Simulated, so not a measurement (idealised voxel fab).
Presented below is a process module, voxel trench capacitor.
The cross-section on display is named cut; it measures 285 nm wide, and its cells are 5 nm squares.
Format of a cross-section: grid, square cells. Given as bands. Order: top down. Band: one or more rows of cells. Top height, bottom height, nm. Materials left to right, width each, nm. Single material + "everywhere" = fills band edge to edge. "air" = empty. Heights are measured from 0, the level below which the as-received wafer is all one material; the lowest band has no bottom and continues downward, written as in "z 0 and below". The two numbers in a width such as "30 to 40" mark its ends across the band: the first belongs to the top row of cells, the second to the bottom row, and from each row to the next the width moves by the same amount. It should be understood that the words "remains unaltered", when stated for a given step, signify that the cross-section underwent no change in any of its cells during that step. "Catalogued sealed voids" lists enclosed empty spaces (at least 8 cells, no open path upward to the top), each as width x height at distance from the left edge, in nm. after a step's settings: what the simulator itself notes on the step. "overlay nm" answers the question of how far to the right of plan the mask lay on a step that has a mask, and when it is negative the answer is to the left.

Process steps foreseen in the plan
step 1: RECEIVE with material Si
step 2: CONFORMAL_DEP with material SiN, thk nm 5
step 3: MASKED_ETCH with tone open, mask id TRENCH, width nm 30, pitch nm 50, etch materials SiN, depth nm 5, overlay nm 0
step 4: MASKED_ETCH with tone open, mask id TRENCH, width nm 30, pitch nm 50, etch materials Si, depth nm 25, overlay nm 0
step 5: CONFORMAL_DEP with material HfO2, thk nm 5
step 6: CONFORMAL_DEP with material TiN, thk nm 5
step 7: FILL_DEP with material W, thk nm 5
step 8: CMP with height nm 5

As received (post step 1): cross-section
  z 0 and below = Si everywhere
  Catalogued sealed voids: none

First of two wafers at the end of the module, shown in cross-section; run carried out as planned
  z 5 to 0 = SiN 100, HfO2 5, TiN 5, W 10, TiN 5, HfO2 5, SiN 20, HfO2 5, TiN 5, W 10, TiN 5, HfO2 5, SiN 105
  z 0 to -15 = Si 100, HfO2 5, TiN 5, W 10, TiN 5, HfO2 5, Si 20, HfO2 5, TiN 5, W 10, TiN 5, HfO2 5, Si 105
  z -15 to -20 = Si 100, HfO2 5, TiN 20, HfO2 5, Si 20, HfO2 5, TiN 20, HfO2 5, Si 105
  z -20 to -25 = Si 100, HfO2 30, Si 20, HfO2 30, Si 105
  z -25 and below = Si everywhere
  Catalogued sealed voids: none

Cross-section, second wafer: same start as the first, same plan as the first, one mistake in running it; taken at the end of the module
  z 5 to 0 = SiN 100, TiN 5, HfO2 5, W 10, HfO2 5, TiN 5, SiN 20, TiN 5, HfO2 5, W 10, HfO2 5, TiN 5, SiN 105
  z 0 to -15 = Si 100, TiN 5, HfO2 5, W 10, HfO2 5, TiN 5, Si 20, TiN 5, HfO2 5, W 10, HfO2 5, TiN 5, Si 105
  z -15 to -20 = Si 100, TiN 5, HfO2 20, TiN 5, Si 20, TiN 5, HfO2 20, TiN 5, Si 105
  z -20 to -25 = Si 100, TiN 30, Si 20, TiN 30, Si 105
  z -25 and below = Si everywhere
  Catalogued sealed voids: none
Deviation from plan: a sequencing error occurred in which plan steps 5 and 6 were transposed
at the end the second wafer has, in cells: -8 HfO2, +8 TiN
